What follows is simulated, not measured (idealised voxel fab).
process module | voxel wiring stack
cross-section cut | 145 nm wide | cells 5 nm
A cross-section is a grid of square cells, given in bands from the top down. A band is one or more rows of cells.
Each band's line starts with the height of the band's top and of its bottom, in nm. Then come its materials from left to right, each with its width in nm. One material with "throughout" fills the band from edge to edge. "air" is empty space.
Height 0 is the level under which the wafer as received is all one material. The lowest band goes on downwards, as in "0 down".
A width such as "30 to 40" changes by the same amount from each row of cells to the next, from the band's top row to its bottom row.
"no change" after a step means that no cell of the cross-section changed.
closed voids: empty space of 8 cells or more with no open way to the top, each as width x height at its distance from the left edge, in nm
after a step's settings: what the simulator itself notes on the step
overlay nm, on a step with a mask: how far to the right of its planned place the mask lay; to the left if negative
Each pair below shows a cross-section before one step and the cross-section after it, down to the lowest band that changed. The line under each pair gives the step between them, with its settings. The pairs can come from different runs of this module on the same starting wafer, so a pair continues from the pair above only where its "before" says so.
before
  75 to 55: lowk 30 | air 30 | lowk 25 | air 30 | lowk 30
  55 to 50: SiCN 30 | air 30 | SiCN 25 | air 30 | SiCN 30
  50 to 40: SiO2 30 | TiN 5 | W 5 | TiN 5 | SiO2 100
  40 to 35: SiCN 30 | TiN 15 | SiCN 100
  35 to 30: SiO2 25 | SiCN 40 | SiO2 15 | SiCN 40 | SiO2 25
  30 to 10: SiO2 25 | SiCN 5 | Ru 30 | SiCN 5 | SiO2 15 | SiCN 5 | Ru 30 | SiCN 5 | SiO2 25
  10 to 5: SiCN 30 | TiN 30 | SiCN 25 | TiN 30 | SiCN 30
  5 to 0: SiO2 throughout
  0 down: Si throughout
  closed voids: none
after
  80 to 75: TiN 35 | air 20 | TiN 35 | air 20 | TiN 35
  75 to 55: lowk 30 | TiN 5 | air 20 | TiN 5 | lowk 25 | TiN 5 | air 20 | TiN 5 | lowk 30
  55 to 50: SiCN 30 | TiN 30 | SiCN 25 | TiN 30 | SiCN 30
  below 50: unchanged
  closed voids: none
the step between: op CONFORMAL_DEP | material TiN | thk nm 5
before: the cross-section after the pair above
after
  85 to 80: Cu throughout
  80 to 75: TiN 35 | Cu 20 | TiN 35 | Cu 20 | TiN 35
  75 to 55: lowk 30 | TiN 5 | Cu 20 | TiN 5 | lowk 25 | TiN 5 | Cu 20 | TiN 5 | lowk 30
  below 55: unchanged
  closed voids: none
the step between: op FILL_DEP | material Cu | thk nm 5
before: the cross-section after the pair above
after
  75 to 55: lowk 30 | TiN 5 | Cu 20 | TiN 5 | lowk 25 | TiN 5 | Cu 20 | TiN 5 | lowk 30
  below 55: unchanged
  closed voids: none
the step between: op CMP | height nm 75
before: the cross-section after the pair above
after
  80 to 75: SiCN throughout
  below 75: unchanged
  closed voids: none
the step between: op CONFORMAL_DEP | material SiCN | thk nm 5
before: the cross-section after the pair above
after
  100 to 80: SiO2 throughout
  below 80: unchanged
  closed voids: none
the step between: op DIRECTIONAL_DEP | material SiO2 | thk nm 20
before: the cross-section after the pair above
after
  110 to 100: aC throughout
  below 100: unchanged
  closed voids: none
the step between: op DIRECTIONAL_DEP | material aC | thk nm 10
before: the cross-section after the pair above
after
  140 to 110: resist 30 | air 15 | resist 40 | air 15 | resist 45
  below 110: unchanged
  closed voids: none
the step between: op PATTERN | tone open | mask id PLUG_2 | material resist | width nm 15 | pitch nm 55 | thk nm 30 | overlay nm 0
before: the cross-section after the pair above
after
  130 to 110: resist 30 | air 15 | resist 40 | air 15 | resist 45
  110 to 100: aC 30 | air 15 | aC 40 | air 15 | aC 45
  below 100: unchanged
  closed voids: none
the step between: op DIRECTIONAL_ETCH | etch materials aC | depth nm 10
before: the cross-section after the pair above
after
  110 to 100: aC 30 | air 15 | aC 40 | air 15 | aC 45
  below 100: unchanged
  closed voids: none
the step between: op STRIP | etch materials resist
before: the cross-section after the pair above
after
  110 to 100: aC 30 | air 15 | aC 40 | air 15 | aC 45
  100 to 80: SiO2 30 | air 15 | SiO2 40 | air 15 | SiO2 45
  below 80: unchanged
  closed voids: none
the step between: op DIRECTIONAL_ETCH | etch materials SiO2 | depth nm 20
before: the cross-section after the pair above
after
  110 to 100: aC 30 | air 15 | aC 40 | air 15 | aC 45
  100 to 80: SiO2 30 | air 15 | SiO2 40 | air 15 | SiO2 45
  80 to 75: SiCN 30 | air 15 | SiCN 40 | air 15 | SiCN 45
  below 75: unchanged
  closed voids: none
the step between: op DIRECTIONAL_ETCH | etch materials SiCN | depth nm 5
before: the cross-section after the pair above
after
  100 to 80: SiO2 30 | air 15 | SiO2 40 | air 15 | SiO2 45
  below 80: unchanged
  closed voids: none
the step between: op STRIP | etch materials aC
before: the cross-section after the pair above
after
  105 to 100: TiN 35 | air 5 | TiN 50 | air 5 | TiN 50
  100 to 80: SiO2 30 | TiN 5 | air 5 | TiN 5 | SiO2 40 | TiN 5 | air 5 | TiN 5 | SiO2 45
  80 to 75: SiCN 30 | TiN 15 | SiCN 40 | TiN 15 | SiCN 45
  below 75: unchanged
  closed voids: none
the step between: op CONFORMAL_DEP | material TiN | thk nm 5
before: the cross-section after the pair above
after
  115 to 105: W throughout
  105 to 100: TiN 35 | W 5 | TiN 50 | W 5 | TiN 50
  100 to 80: SiO2 30 | TiN 5 | W 5 | TiN 5 | SiO2 40 | TiN 5 | W 5 | TiN 5 | SiO2 45
  below 80: unchanged
  closed voids: none
the step between: op FILL_DEP | material W | thk nm 10
before: the cross-section after the pair above
after
  100 to 80: SiO2 30 | TiN 5 | W 5 | TiN 5 | SiO2 40 | TiN 5 | W 5 | TiN 5 | SiO2 45
  below 80: unchanged
  closed voids: none
the step between: op CMP | height nm 100
before: the cross-section after the pair above
after
  105 to 100: TiN throughout
  below 100: unchanged
  closed voids: none
the step between: op DIRECTIONAL_DEP | material TiN | thk nm 5
before: the cross-section after the pair above
after
  130 to 105: Ru throughout
  below 105: unchanged
  closed voids: none
the step between: op DIRECTIONAL_DEP | material Ru | thk nm 25
before: the cross-section after the pair above
after
  130 to 105: air 30 | Ru 30 | air 25 | Ru 30 | air 30
  below 105: unchanged
  closed voids: none
the step between: op MASKED_ETCH | tone cover | mask id METAL_3 | width nm 30 | pitch nm 55 | etch materials Ru | depth nm 25 | overlay nm 0
before: the cross-section after the pair above
after
  130 to 105: air 30 | Ru 30 | air 25 | Ru 30 | air 30
  105 to 100: air 30 | TiN 30 | air 25 | TiN 30 | air 30
  below 100: unchanged
  closed voids: none
the step between: op MASKED_ETCH | tone cover | mask id METAL_3 | width nm 30 | pitch nm 55 | etch materials TiN | depth nm 5 | overlay nm 0
before: the cross-section after the pair above
after
  140 to 130: SiO2 throughout
  130 to 105: SiO2 30 | Ru 30 | SiO2 25 | Ru 30 | SiO2 30
  105 to 100: SiO2 30 | TiN 30 | SiO2 25 | TiN 30 | SiO2 30
  below 100: unchanged
  closed voids: none
the step between: op FILL_DEP | material SiO2 | thk nm 10
before: the cross-section after the pair above
after
  130 to 105: SiO2 30 | Ru 30 | SiO2 25 | Ru 30 | SiO2 30
  below 105: unchanged
  closed voids: none
the step between: op CMP | height nm 130
before: the cross-section after the pair above
after
  135 to 130: SiN throughout
  below 130: unchanged
  closed voids: none
the step between: op CONFORMAL_DEP | material SiN | thk nm 5
before
  130 to 105: Ru throughout
  105 to 100: TiN throughout
  100 to 80: SiO2 30 | TiN 5 | W 5 | TiN 5 | SiO2 40 | TiN 5 | W 5 | TiN 5 | SiO2 45
  80 to 75: SiCN 30 | TiN 15 | SiCN 40 | TiN 15 | SiCN 45
  75 to 55: lowk 30 | TiN 5 | Cu 20 | TiN 5 | lowk 25 | TiN 5 | Cu 20 | TiN 5 | lowk 30
  55 to 50: SiCN 30 | TiN 30 | SiCN 25 | TiN 30 | SiCN 30
  50 to 40: SiO2 30 | TiN 5 | W 5 | TiN 5 | SiO2 100
  40 to 35: SiCN 30 | TiN 15 | SiCN 100
  35 to 15: SiO2 25 | SiCN 5 | Ru 30 | SiCN 5 | SiO2 15 | SiCN 5 | Ru 30 | SiCN 5 | SiO2 25
  15 to 10: SiCN 30 | TiN 30 | SiCN 25 | TiN 30 | SiCN 30
  10 to 0: SiO2 throughout
  0 down: Si throughout
  closed voids: none
after
  130 to 105: air 35 | Ru 20 | air 35 | Ru 20 | air 35
  below 105: unchanged
  closed voids: none
the step between: op MASKED_ETCH | tone cover | mask id METAL_3 | width nm 20 | pitch nm 55 | etch materials Ru | depth nm 25 | overlay nm 0
before: the cross-section after the pair above
after
  130 to 105: air 35 | Ru 20 | air 35 | Ru 20 | air 35
  105 to 100: air 30 | TiN 30 | air 25 | TiN 30 | air 30
  below 100: unchanged
  closed voids: none
the step between: op MASKED_ETCH | tone cover | mask id METAL_3 | width nm 30 | pitch nm 55 | etch materials TiN | depth nm 5 | overlay nm 0
before: the cross-section after the pair above
after
  140 to 130: SiO2 throughout
  130 to 105: SiO2 35 | Ru 20 | SiO2 35 | Ru 20 | SiO2 35
  105 to 100: SiO2 30 | TiN 30 | SiO2 25 | TiN 30 | SiO2 30
  below 100: unchanged
  closed voids: none
the step between: op FILL_DEP | material SiO2 | thk nm 10
before: the cross-section after the pair above
after
  130 to 105: SiO2 35 | Ru 20 | SiO2 35 | Ru 20 | SiO2 35
  below 105: unchanged
  closed voids: none
the step between: op CMP | height nm 130
before: the cross-section after the pair above
after
  135 to 130: SiN throughout
  below 130: unchanged
  closed voids: none
the step between: op CONFORMAL_DEP | material SiN | thk nm 5
before
  50 to 40: SiO2 throughout
  40 to 35: SiCN throughout
  35 to 15: SiO2 25 | SiCN 5 | Ru 30 | SiCN 5 | SiO2 15 | SiCN 5 | Ru 30 | SiCN 5 | SiO2 25
  15 to 10: SiCN 30 | TiN 30 | SiCN 25 | TiN 30 | SiCN 30
  10 to 0: SiO2 throughout
  0 down: Si throughout
  closed voids: none
after
  50 to 40: SiO2 20 | air 15 | SiO2 110
  below 40: unchanged
  closed voids: none
the step between: op MASKED_ETCH | tone open | mask id PLUG_1 | width nm 15 | etch materials SiO2 | depth nm 10 | overlay nm -10
before: the cross-section after the pair above
after
  50 to 40: SiO2 20 | air 15 | SiO2 110
  40 to 35: SiCN 30 | air 5 | SiCN 110
  below 35: unchanged
  closed voids: none
the step between: op MASKED_ETCH | tone open | mask id PLUG_1 | width nm 15 | etch materials SiCN | depth nm 5 | overlay nm 0
before: the cross-section after the pair above
after
  55 to 50: TiN 25 | air 5 | TiN 115
  50 to 45: SiO2 20 | TiN 5 | air 5 | TiN 5 | SiO2 110
  45 to 40: SiO2 20 | TiN 15 | SiO2 110
  40 to 35: SiCN 30 | TiN 5 | SiCN 110
  below 35: unchanged
  closed voids: none
the step between: op CONFORMAL_DEP | material TiN | thk nm 5
before: the cross-section after the pair above
after
  65 to 55: W throughout
  55 to 50: TiN 25 | W 5 | TiN 115
  50 to 45: SiO2 20 | TiN 5 | W 5 | TiN 5 | SiO2 110
  below 45: unchanged
  closed voids: none
the step between: op FILL_DEP | material W | thk nm 10
before: the cross-section after the pair above
after
  50 to 45: SiO2 20 | TiN 5 | W 5 | TiN 5 | SiO2 110
  below 45: unchanged
  closed voids: none
the step between: op CMP | height nm 50
before: the cross-section after the pair above
after
  55 to 50: SiCN throughout
  below 50: unchanged
  closed voids: none
the step between: op CONFORMAL_DEP | material SiCN | thk nm 5
before: the cross-section after the pair above
after
  75 to 55: lowk throughout
  below 55: unchanged
  closed voids: none
the step between: op DIRECTIONAL_DEP | material lowk | thk nm 20
before: the cross-section after the pair above
after
  85 to 75: aC throughout
  below 75: unchanged
  closed voids: none
the step between: op DIRECTIONAL_DEP | material aC | thk nm 10
before: the cross-section after the pair above
after
  115 to 85: resist 30 | air 30 | resist 25 | air 30 | resist 30
  below 85: unchanged
  closed voids: none
the step between: op PATTERN | tone open | mask id METAL_2 | material resist | width nm 30 | pitch nm 55 | thk nm 30 | overlay nm 0
before: the cross-section after the pair above
after
  105 to 85: resist 30 | air 30 | resist 25 | air 30 | resist 30
  85 to 75: aC 30 | air 30 | aC 25 | air 30 | aC 30
  below 75: unchanged
  closed voids: none
the step between: op DIRECTIONAL_ETCH | etch materials aC | depth nm 10
before: the cross-section after the pair above
after
  85 to 75: aC 30 | air 30 | aC 25 | air 30 | aC 30
  below 75: unchanged
  closed voids: none
the step between: op STRIP | etch materials resist
before: the cross-section after the pair above
after
  85 to 75: aC 30 | air 30 | aC 25 | air 30 | aC 30
  75 to 55: lowk 30 | air 30 | lowk 25 | air 30 | lowk 30
  below 55: unchanged
  closed voids: none
the step between: op DIRECTIONAL_ETCH | etch materials lowk | depth nm 20
before: the cross-section after the pair above
after
  85 to 75: aC 30 | air 30 | aC 25 | air 30 | aC 30
  75 to 55: lowk 30 | air 30 | lowk 25 | air 30 | lowk 30
  55 to 50: SiCN 30 | air 30 | SiCN 25 | air 30 | SiCN 30
  below 50: unchanged
  closed voids: none
the step between: op DIRECTIONAL_ETCH | etch materials SiCN | depth nm 5
before: the cross-section after the pair above
after
  75 to 55: lowk 30 | air 30 | lowk 25 | air 30 | lowk 30
  below 55: unchanged
  closed voids: none
the step between: op STRIP | etch materials aC
before: the cross-section after the pair above
after
  80 to 75: TiN 35 | air 20 | TiN 35 | air 20 | TiN 35
  75 to 55: lowk 30 | TiN 5 | air 20 | TiN 5 | lowk 25 | TiN 5 | air 20 | TiN 5 | lowk 30
  55 to 50: SiCN 30 | TiN 30 | SiCN 25 | TiN 30 | SiCN 30
  below 50: unchanged
  closed voids: none
the step between: op CONFORMAL_DEP | material TiN | thk nm 5
before: the cross-section after the pair above
after
  85 to 80: Cu throughout
  80 to 75: TiN 35 | Cu 20 | TiN 35 | Cu 20 | TiN 35
  75 to 55: lowk 30 | TiN 5 | Cu 20 | TiN 5 | lowk 25 | TiN 5 | Cu 20 | TiN 5 | lowk 30
  below 55: unchanged
  closed voids: none
the step between: op FILL_DEP | material Cu | thk nm 5
before: the cross-section after the pair above
after
  75 to 55: lowk 30 | TiN 5 | Cu 20 | TiN 5 | lowk 25 | TiN 5 | Cu 20 | TiN 5 | lowk 30
  below 55: unchanged
  closed voids: none
the step between: op CMP | height nm 75
before: the cross-section after the pair above
after
  80 to 75: SiCN throughout
  below 75: unchanged
  closed voids: none
the step between: op CONFORMAL_DEP | material SiCN | thk nm 5
before: the cross-section after the pair above
after
  100 to 80: SiO2 throughout
  below 80: unchanged
  closed voids: none
the step between: op DIRECTIONAL_DEP | material SiO2 | thk nm 20
before: the cross-section after the pair above
after
  110 to 100: aC throughout
  below 100: unchanged
  closed voids: none
the step between: op DIRECTIONAL_DEP | material aC | thk nm 10
before: the cross-section after the pair above
after
  140 to 110: resist 30 | air 15 | resist 40 | air 15 | resist 45
  below 110: unchanged
  closed voids: none
the step between: op PATTERN | tone open | mask id PLUG_2 | material resist | width nm 15 | pitch nm 55 | thk nm 30 | overlay nm 0
before: the cross-section after the pair above
after
  130 to 110: resist 30 | air 15 | resist 40 | air 15 | resist 45
  110 to 100: aC 30 | air 15 | aC 40 | air 15 | aC 45
  below 100: unchanged
  closed voids: none
the step between: op DIRECTIONAL_ETCH | etch materials aC | depth nm 10
before: the cross-section after the pair above
after
  110 to 100: aC 30 | air 15 | aC 40 | air 15 | aC 45
  below 100: unchanged
  closed voids: none
the step between: op STRIP | etch materials resist
before: the cross-section after the pair above
after
  110 to 100: aC 30 | air 15 | aC 40 | air 15 | aC 45
  100 to 80: SiO2 30 | air 15 | SiO2 40 | air 15 | SiO2 45
  below 80: unchanged
  closed voids: none
the step between: op DIRECTIONAL_ETCH | etch materials SiO2 | depth nm 20
before: the cross-section after the pair above
after
  110 to 100: aC 30 | air 15 | aC 40 | air 15 | aC 45
  100 to 80: SiO2 30 | air 15 | SiO2 40 | air 15 | SiO2 45
  80 to 75: SiCN 30 | air 15 | SiCN 40 | air 15 | SiCN 45
  below 75: unchanged
  closed voids: none
the step between: op DIRECTIONAL_ETCH | etch materials SiCN | depth nm 5
before: the cross-section after the pair above
after
  100 to 80: SiO2 30 | air 15 | SiO2 40 | air 15 | SiO2 45
  below 80: unchanged
  closed voids: none
the step between: op STRIP | etch materials aC
before: the cross-section after the pair above
after
  105 to 100: TiN 35 | air 5 | TiN 50 | air 5 | TiN 50
  100 to 80: SiO2 30 | TiN 5 | air 5 | TiN 5 | SiO2 40 | TiN 5 | air 5 | TiN 5 | SiO2 45
  80 to 75: SiCN 30 | TiN 15 | SiCN 40 | TiN 15 | SiCN 45
  below 75: unchanged
  closed voids: none
the step between: op CONFORMAL_DEP | material TiN | thk nm 5
before: the cross-section after the pair above
after
  115 to 105: W throughout
  105 to 100: TiN 35 | W 5 | TiN 50 | W 5 | TiN 50
  100 to 80: SiO2 30 | TiN 5 | W 5 | TiN 5 | SiO2 40 | TiN 5 | W 5 | TiN 5 | SiO2 45
  below 80: unchanged
  closed voids: none
the step between: op FILL_DEP | material W | thk nm 10
before: the cross-section after the pair above
after
  100 to 80: SiO2 30 | TiN 5 | W 5 | TiN 5 | SiO2 40 | TiN 5 | W 5 | TiN 5 | SiO2 45
  below 80: unchanged
  closed voids: none
the step between: op CMP | height nm 100
before: the cross-section after the pair above
after
  105 to 100: TiN throughout
  below 100: unchanged
  closed voids: none
the step between: op DIRECTIONAL_DEP | material TiN | thk nm 5
before: the cross-section after the pair above
after
  130 to 105: Ru throughout
  below 105: unchanged
  closed voids: none
the step between: op DIRECTIONAL_DEP | material Ru | thk nm 25
before: the cross-section after the pair above
after
  130 to 105: air 30 | Ru 30 | air 25 | Ru 30 | air 30
  below 105: unchanged
  closed voids: none
the step between: op MASKED_ETCH | tone cover | mask id METAL_3 | width nm 30 | pitch nm 55 | etch materials Ru | depth nm 25 | overlay nm 0
before: the cross-section after the pair above
after
  130 to 105: air 30 | Ru 30 | air 25 | Ru 30 | air 30
  105 to 100: air 30 | TiN 30 | air 25 | TiN 30 | air 30
  below 100: unchanged
  closed voids: none
the step between: op MASKED_ETCH | tone cover | mask id METAL_3 | width nm 30 | pitch nm 55 | etch materials TiN | depth nm 5 | overlay nm 0
before: the cross-section after the pair above
after
  140 to 130: SiO2 throughout
  130 to 105: SiO2 30 | Ru 30 | SiO2 25 | Ru 30 | SiO2 30
  105 to 100: SiO2 30 | TiN 30 | SiO2 25 | TiN 30 | SiO2 30
  below 100: unchanged
  closed voids: none
the step between: op FILL_DEP | material SiO2 | thk nm 10
before: the cross-section after the pair above
after
  130 to 105: SiO2 30 | Ru 30 | SiO2 25 | Ru 30 | SiO2 30
  below 105: unchanged
  closed voids: none
the step between: op CMP | height nm 130
before: the cross-section after the pair above
after
  135 to 130: SiN throughout
  below 130: unchanged
  closed voids: none
the step between: op CONFORMAL_DEP | material SiN | thk nm 5
before
  40 to 35: air 25 | SiCN 40 | air 15 | SiCN 40 | air 25
  35 to 15: air 25 | SiCN 5 | Ru 30 | SiCN 5 | air 15 | SiCN 5 | Ru 30 | SiCN 5 | air 25
  15 to 10: SiCN 30 | TiN 30 | SiCN 25 | TiN 30 | SiCN 30
  10 to 0: SiO2 throughout
  0 down: Si throughout
  closed voids: none
after
  50 to 35: SiCN throughout
  35 to 15: SiCN 30 | Ru 30 | SiCN 25 | Ru 30 | SiCN 30
  below 15: unchanged
  closed voids: none
the step between: op FILL_DEP | material SiCN | thk nm 10
before: the cross-section after the pair above
after
  35 to 15: SiCN 30 | Ru 30 | SiCN 25 | Ru 30 | SiCN 30
  below 15: unchanged
  closed voids: none
the step between: op CMP | height nm 35
before: the cross-section after the pair above
after
  40 to 35: SiCN throughout
  below 35: unchanged
  closed voids: none
the step between: op CONFORMAL_DEP | material SiCN | thk nm 5
before: the cross-section after the pair above
after
  50 to 40: SiO2 throughout
  below 40: unchanged
  closed voids: none
the step between: op DIRECTIONAL_DEP | material SiO2 | thk nm 10
before: the cross-section after the pair above
after
  50 to 40: SiO2 30 | air 15 | SiO2 100
  below 40: unchanged
  closed voids: none
the step between: op MASKED_ETCH | tone open | mask id PLUG_1 | width nm 15 | etch materials SiO2 | depth nm 10 | overlay nm 0
before: the cross-section after the pair above
after
  50 to 40: SiO2 30 | air 15 | SiO2 100
  40 to 35: SiCN 30 | air 15 | SiCN 100
  below 35: unchanged
  closed voids: none
the step between: op MASKED_ETCH | tone open | mask id PLUG_1 | width nm 15 | etch materials SiCN | depth nm 5 | overlay nm 0
before: the cross-section after the pair above
after
  55 to 50: TiN 35 | air 5 | TiN 105
  50 to 40: SiO2 30 | TiN 5 | air 5 | TiN 5 | SiO2 100
  40 to 35: SiCN 30 | TiN 15 | SiCN 100
  below 35: unchanged
  closed voids: none
the step between: op CONFORMAL_DEP | material TiN | thk nm 5
before: the cross-section after the pair above
after
  65 to 55: W throughout
  55 to 50: TiN 35 | W 5 | TiN 105
  50 to 40: SiO2 30 | TiN 5 | W 5 | TiN 5 | SiO2 100
  below 40: unchanged
  closed voids: none
the step between: op FILL_DEP | material W | thk nm 10
before: the cross-section after the pair above
after
  50 to 40: SiO2 30 | TiN 5 | W 5 | TiN 5 | SiO2 100
  below 40: unchanged
  closed voids: none
the step between: op CMP | height nm 50
before: the cross-section after the pair above
after
  55 to 50: SiCN throughout
  below 50: unchanged
  closed voids: none
the step between: op CONFORMAL_DEP | material SiCN | thk nm 5
before: the cross-section after the pair above
after
  75 to 55: lowk throughout
  below 55: unchanged
  closed voids: none
the step between: op DIRECTIONAL_DEP | material lowk | thk nm 20
before: the cross-section after the pair above
after
  85 to 75: aC throughout
  below 75: unchanged
  closed voids: none
the step between: op DIRECTIONAL_DEP | material aC | thk nm 10
before: the cross-section after the pair above
after
  115 to 85: resist 30 | air 30 | resist 25 | air 30 | resist 30
  below 85: unchanged
  closed voids: none
the step between: op PATTERN | tone open | mask id METAL_2 | material resist | width nm 30 | pitch nm 55 | thk nm 30 | overlay nm 0
before: the cross-section after the pair above
after
  105 to 85: resist 30 | air 30 | resist 25 | air 30 | resist 30
  85 to 75: aC 30 | air 30 | aC 25 | air 30 | aC 30
  below 75: unchanged
  closed voids: none
the step between: op DIRECTIONAL_ETCH | etch materials aC | depth nm 10
before: the cross-section after the pair above
after
  85 to 75: aC 30 | air 30 | aC 25 | air 30 | aC 30
  below 75: unchanged
  closed voids: none
the step between: op STRIP | etch materials resist
before: the cross-section after the pair above
after
  85 to 75: aC 30 | air 30 | aC 25 | air 30 | aC 30
  75 to 55: lowk 30 | air 30 | lowk 25 | air 30 | lowk 30
  below 55: unchanged
  closed voids: none
the step between: op DIRECTIONAL_ETCH | etch materials lowk | depth nm 20
before: the cross-section after the pair above
after
  85 to 75: aC 30 | air 30 | aC 25 | air 30 | aC 30
  75 to 55: lowk 30 | air 30 | lowk 25 | air 30 | lowk 30
  55 to 50: SiCN 30 | air 30 | SiCN 25 | air 30 | SiCN 30
  below 50: unchanged
  closed voids: none
the step between: op DIRECTIONAL_ETCH | etch materials SiCN | depth nm 5
before: the cross-section after the pair above
after
  75 to 55: lowk 30 | air 30 | lowk 25 | air 30 | lowk 30
  below 55: unchanged
  closed voids: none
the step between: op STRIP | etch materials aC
before: the cross-section after the pair above
after
  80 to 75: TiN 35 | air 20 | TiN 35 | air 20 | TiN 35
  75 to 55: lowk 30 | TiN 5 | air 20 | TiN 5 | lowk 25 | TiN 5 | air 20 | TiN 5 | lowk 30
  55 to 50: SiCN 30 | TiN 30 | SiCN 25 | TiN 30 | SiCN 30
  below 50: unchanged
  closed voids: none
the step between: op CONFORMAL_DEP | material TiN | thk nm 5
before: the cross-section after the pair above
after
  85 to 80: Cu throughout
  80 to 75: TiN 35 | Cu 20 | TiN 35 | Cu 20 | TiN 35
  75 to 55: lowk 30 | TiN 5 | Cu 20 | TiN 5 | lowk 25 | TiN 5 | Cu 20 | TiN 5 | lowk 30
  below 55: unchanged
  closed voids: none
the step between: op FILL_DEP | material Cu | thk nm 5
before: the cross-section after the pair above
after
  75 to 55: lowk 30 | TiN 5 | Cu 20 | TiN 5 | lowk 25 | TiN 5 | Cu 20 | TiN 5 | lowk 30
  below 55: unchanged
  closed voids: none
the step between: op CMP | height nm 75
before: the cross-section after the pair above
after
  80 to 75: SiCN throughout
  below 75: unchanged
  closed voids: none
the step between: op CONFORMAL_DEP | material SiCN | thk nm 5
before: the cross-section after the pair above
after
  100 to 80: SiO2 throughout
  below 80: unchanged
  closed voids: none
the step between: op DIRECTIONAL_DEP | material SiO2 | thk nm 20
before: the cross-section after the pair above
after
  110 to 100: aC throughout
  below 100: unchanged
  closed voids: none
the step between: op DIRECTIONAL_DEP | material aC | thk nm 10
before: the cross-section after the pair above
after
  140 to 110: resist 30 | air 15 | resist 40 | air 15 | resist 45
  below 110: unchanged
  closed voids: none
the step between: op PATTERN | tone open | mask id PLUG_2 | material resist | width nm 15 | pitch nm 55 | thk nm 30 | overlay nm 0
before: the cross-section after the pair above
after
  130 to 110: resist 30 | air 15 | resist 40 | air 15 | resist 45
  110 to 100: aC 30 | air 15 | aC 40 | air 15 | aC 45
  below 100: unchanged
  closed voids: none
the step between: op DIRECTIONAL_ETCH | etch materials aC | depth nm 10
before: the cross-section after the pair above
after
  110 to 100: aC 30 | air 15 | aC 40 | air 15 | aC 45
  below 100: unchanged
  closed voids: none
the step between: op STRIP | etch materials resist
before: the cross-section after the pair above
after
  110 to 100: aC 30 | air 15 | aC 40 | air 15 | aC 45
  100 to 80: SiO2 30 | air 15 | SiO2 40 | air 15 | SiO2 45
  below 80: unchanged
  closed voids: none
the step between: op DIRECTIONAL_ETCH | etch materials SiO2 | depth nm 20
before: the cross-section after the pair above
after
  110 to 100: aC 30 | air 15 | aC 40 | air 15 | aC 45
  100 to 80: SiO2 30 | air 15 | SiO2 40 | air 15 | SiO2 45
  80 to 75: SiCN 30 | air 15 | SiCN 40 | air 15 | SiCN 45
  below 75: unchanged
  closed voids: none
the step between: op DIRECTIONAL_ETCH | etch materials SiCN | depth nm 5
before: the cross-section after the pair above
after
  100 to 80: SiO2 30 | air 15 | SiO2 40 | air 15 | SiO2 45
  below 80: unchanged
  closed voids: none
the step between: op STRIP | etch materials aC
before: the cross-section after the pair above
after
  105 to 100: TiN 35 | air 5 | TiN 50 | air 5 | TiN 50
  100 to 80: SiO2 30 | TiN 5 | air 5 | TiN 5 | SiO2 40 | TiN 5 | air 5 | TiN 5 | SiO2 45
  80 to 75: SiCN 30 | TiN 15 | SiCN 40 | TiN 15 | SiCN 45
  below 75: unchanged
  closed voids: none
the step between: op CONFORMAL_DEP | material TiN | thk nm 5
before: the cross-section after the pair above
after
  115 to 105: W throughout
  105 to 100: TiN 35 | W 5 | TiN 50 | W 5 | TiN 50
  100 to 80: SiO2 30 | TiN 5 | W 5 | TiN 5 | SiO2 40 | TiN 5 | W 5 | TiN 5 | SiO2 45
  below 80: unchanged
  closed voids: none
the step between: op FILL_DEP | material W | thk nm 10
before: the cross-section after the pair above
after
  100 to 80: SiO2 30 | TiN 5 | W 5 | TiN 5 | SiO2 40 | TiN 5 | W 5 | TiN 5 | SiO2 45
  below 80: unchanged
  closed voids: none
the step between: op CMP | height nm 100
before: the cross-section after the pair above
after
  105 to 100: TiN throughout
  below 100: unchanged
  closed voids: none
the step between: op DIRECTIONAL_DEP | material TiN | thk nm 5
before: the cross-section after the pair above
after
  130 to 105: Ru throughout
  below 105: unchanged
  closed voids: none
the step between: op DIRECTIONAL_DEP | material Ru | thk nm 25
before: the cross-section after the pair above
after
  130 to 105: air 30 | Ru 30 | air 25 | Ru 30 | air 30
  below 105: unchanged
  closed voids: none
the step between: op MASKED_ETCH | tone cover | mask id METAL_3 | width nm 30 | pitch nm 55 | etch materials Ru | depth nm 25 | overlay nm 0
before: the cross-section after the pair above
after
  130 to 105: air 30 | Ru 30 | air 25 | Ru 30 | air 30
  105 to 100: air 30 | TiN 30 | air 25 | TiN 30 | air 30
  below 100: unchanged
  closed voids: none
the step between: op MASKED_ETCH | tone cover | mask id METAL_3 | width nm 30 | pitch nm 55 | etch materials TiN | depth nm 5 | overlay nm 0
before: the cross-section after the pair above
after
  140 to 130: SiO2 throughout
  130 to 105: SiO2 30 | Ru 30 | SiO2 25 | Ru 30 | SiO2 30
  105 to 100: SiO2 30 | TiN 30 | SiO2 25 | TiN 30 | SiO2 30
  below 100: unchanged
  closed voids: none
the step between: op FILL_DEP | material SiO2 | thk nm 10
before: the cross-section after the pair above
after
  130 to 105: SiO2 30 | Ru 30 | SiO2 25 | Ru 30 | SiO2 30
  below 105: unchanged
  closed voids: none
the step between: op CMP | height nm 130
before: the cross-section after the pair above
after
  135 to 130: SiN throughout
  below 130: unchanged
  closed voids: none
the step between: op CONFORMAL_DEP | material SiN | thk nm 5
before
  35 to 15: Ru throughout
  15 to 10: TiN throughout
  10 to 0: SiO2 throughout
  0 down: Si throughout
  closed voids: none
after
  55 to 35: resist 30 | air 30 | resist 25 | air 30 | resist 30
  below 35: unchanged
  closed voids: none
the step between: op PATTERN | tone open | mask id METAL_1 | material resist | width nm 30 | pitch nm 55 | thk nm 20 | overlay nm 0
before: the cross-section after the pair above
after
  55 to 35: resist 30 | air 30 | resist 25 | air 30 | resist 30
  35 to 15: Ru 30 | air 30 | Ru 25 | air 30 | Ru 30
  below 15: unchanged
  closed voids: none
the step between: op DIRECTIONAL_ETCH | etch materials Ru | depth nm 20
before: the cross-section after the pair above
after
  55 to 35: resist 30 | air 30 | resist 25 | air 30 | resist 30
  35 to 15: Ru 30 | air 30 | Ru 25 | air 30 | Ru 30
  15 to 10: TiN 30 | air 30 | TiN 25 | air 30 | TiN 30
  below 10: unchanged
  closed voids: none
the step between: op DIRECTIONAL_ETCH | etch materials TiN | depth nm 5
before: the cross-section after the pair above
after
  35 to 15: Ru 30 | air 30 | Ru 25 | air 30 | Ru 30
  below 15: unchanged
  closed voids: none
the step between: op STRIP | etch materials resist
before: the cross-section after the pair above
after
  40 to 35: SiCN 35 | air 20 | SiCN 35 | air 20 | SiCN 35
  35 to 15: Ru 30 | SiCN 5 | air 20 | SiCN 5 | Ru 25 | SiCN 5 | air 20 | SiCN 5 | Ru 30
  15 to 10: TiN 30 | SiCN 30 | TiN 25 | SiCN 30 | TiN 30
  below 10: unchanged
  closed voids: none
the step between: op CONFORMAL_DEP | material SiCN | thk nm 5
